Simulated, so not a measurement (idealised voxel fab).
Herein follows the process module entitled voxel gate over fins.
Section cut is 300 nm wide and gridded with 5 nm square cells.
In what follows, cross-sections appear as grids of square cells, described through bands that run from the top down, where every band is one or more rows of cells. Band: top and bottom heights (nm) first, top before bottom; then materials from left to right, widths in nm. "full width" marks a sole material filling the band edge to edge. "air" denotes empty space. Measure heights from 0. That's the level where, below it, the as-received wafer is all one material. The lowest band is bottomless and extends downward; write it as in "0 down". Think of "30->40" as a width that walks from the first number to the second as you go down the band, top row to bottom row, taking equal-sized steps from row to row. Basically "no modification" means that step didn't change any cell in the cross-section. The list in "Fully sealed voids" covers empty spaces of 8 cells or more that cannot reach the top through any open way, and it gives each as width x height at distance; the distance is from the left edge, and width, height and distance are in nm. Note: text after step settings on the step line = simulator remark on that step. Regarding "overlay nm": on a step with a mask, it is the distance the mask lay to the right of its planned place; a negative value places it to the left.

This section lists the process steps that were planned
1 RECEIVE with material Si
2 CONFORMAL_DEP with material SiN, thk nm 5
3 DIRECTIONAL_DEP with material aC, thk nm 10
4 PATTERN with tone cover, mask id FINS, material resist, width nm 15, pitch nm 40, thk nm 30, overlay nm 0
5 DIRECTIONAL_ETCH with etch materials aC, depth nm 10
6 STRIP with etch materials resist
7 DIRECTIONAL_ETCH with etch materials SiN, depth nm 5
8 DIRECTIONAL_ETCH with etch materials Si, depth nm 30
9 STRIP with etch materials aC
10 OXIDIZE with depth nm 5
11 FILL_DEP with material SiO2, thk nm 10
12 CMP with height nm 5
13 SELECTIVE_ETCH with etch materials SiO2, depth nm 20
14 STRIP with etch materials SiN
15 CONFORMAL_DEP with material HfO2, thk nm 5
16 CONFORMAL_DEP with material TiN, thk nm 5
17 CONFORMAL_DEP with material TiAl, thk nm 5
18 CONFORMAL_DEP with material TiN, thk nm 5
19 FILL_DEP with material W, thk nm 15
20 CMP with height nm 30
21 CONFORMAL_DEP with material SiCN, thk nm 5

Incoming wafer in cross-section (state: after step 1)
> 0 down = Si full width
> Fully sealed voids: none

Cross-section, first of two wafers, end of module, run as planned
> 35 to 30 = SiCN full width
> 30 to 20 = W full width
> 20 to 15 = W (85) / TiN (125) / W (90)
> 15 to 10 = W (85) / TiN (5) / TiAl (35) / TiN (5) / TiAl (35) / TiN (5) / TiAl (35) / TiN (5) / W (90)
> 10 to 5 = W (85) / TiN (5) / TiAl (5) / TiN (25) / TiAl (5) / TiN (5) / TiAl (5) / TiN (25) / TiAl (5) / TiN (5) / TiAl (5) / TiN (25) / TiAl (5) / TiN (5) / W (90)
> 5 to 0 = TiN (90) / TiAl (5) / TiN (5) / HfO2 (15) / TiN (5) / TiAl (5) / TiN (5) / TiAl (5) / TiN (5) / HfO2 (15) / TiN (5) / TiAl (5) / TiN (5) / TiAl (5) / TiN (5) / HfO2 (15) / TiN (5) / TiAl (5) / TiN (95)
> 0 to -5 = TiAl (95) / TiN (5) / HfO2 (5) / Si (5) / HfO2 (5) / TiN (5) / TiAl (15) / TiN (5) / HfO2 (5) / Si (5) / HfO2 (5) / TiN (5) / TiAl (15) / TiN (5) / HfO2 (5) / Si (5) / HfO2 (5) / TiN (5) / TiAl (100)
> -5 to -10 = TiN (100) / HfO2 (5) / Si (5) / HfO2 (5) / TiN (25) / HfO2 (5) / Si (5) / HfO2 (5) / TiN (25) / HfO2 (5) / Si (5) / HfO2 (5) / TiN (105)
> -10 to -15 = HfO2 (105) / Si (5) / HfO2 (35) / Si (5) / HfO2 (35) / Si (5) / HfO2 (110)
> -15 to -35 = SiO2 (105) / Si (5) / SiO2 (35) / Si (5) / SiO2 (35) / Si (5) / SiO2 (110)
> -35 down = Si full width
> Fully sealed voids: none

Cross-sectional image of the second wafer of the two following completion of the module. Starting state and process plan were the same as for the first wafer; one execution error occurred
> 35 to 30 = SiCN full width
> 30 to 25 = W (75) / TiN (145) / W (80)
> 25 to 15 = W (75) / TiN (5) / TiAl (135) / TiN (5) / W (80)
> 15 to 10 = TiN (80) / TiAl (135) / TiN (85)
> 10 to 5 = TiAl (95) / TiN (25) / TiAl (15) / TiN (25) / TiAl (15) / TiN (25) / TiAl (100)
> 5 to 0 = TiAl (95) / TiN (5) / HfO2 (15) / TiN (5) / TiAl (15) / TiN (5) / HfO2 (15) / TiN (5) / TiAl (15) / TiN (5) / HfO2 (15) / TiN (5) / TiAl (100)
> 0 to -5 = TiAl (95) / TiN (5) / HfO2 (5) / Si (5) / HfO2 (5) / TiN (5) / TiAl (15) / TiN (5) / HfO2 (5) / Si (5) / HfO2 (5) / TiN (5) / TiAl (15) / TiN (5) / HfO2 (5) / Si (5) / HfO2 (5) / TiN (5) / TiAl (100)
> -5 to -10 = TiN (100) / HfO2 (5) / Si (5) / HfO2 (5) / TiN (25) / HfO2 (5) / Si (5) / HfO2 (5) / TiN (25) / HfO2 (5) / Si (5) / HfO2 (5) / TiN (105)
> -10 to -15 = HfO2 (105) / Si (5) / HfO2 (35) / Si (5) / HfO2 (35) / Si (5) / HfO2 (110)
> -15 to -35 = SiO2 (105) / Si (5) / SiO2 (35) / Si (5) / SiO2 (35) / Si (5) / SiO2 (110)
> -35 down = Si full width
> Fully sealed voids: none
Diagnosis: step 17 was not run as planned; what actually ran was CONFORMAL_DEP with material TiAl, thk nm 15
Count the cells at the end and the second wafer has more or fewer of some materials than the first: 138 more of TiAl; 6 fewer of TiN; 132 fewer of W
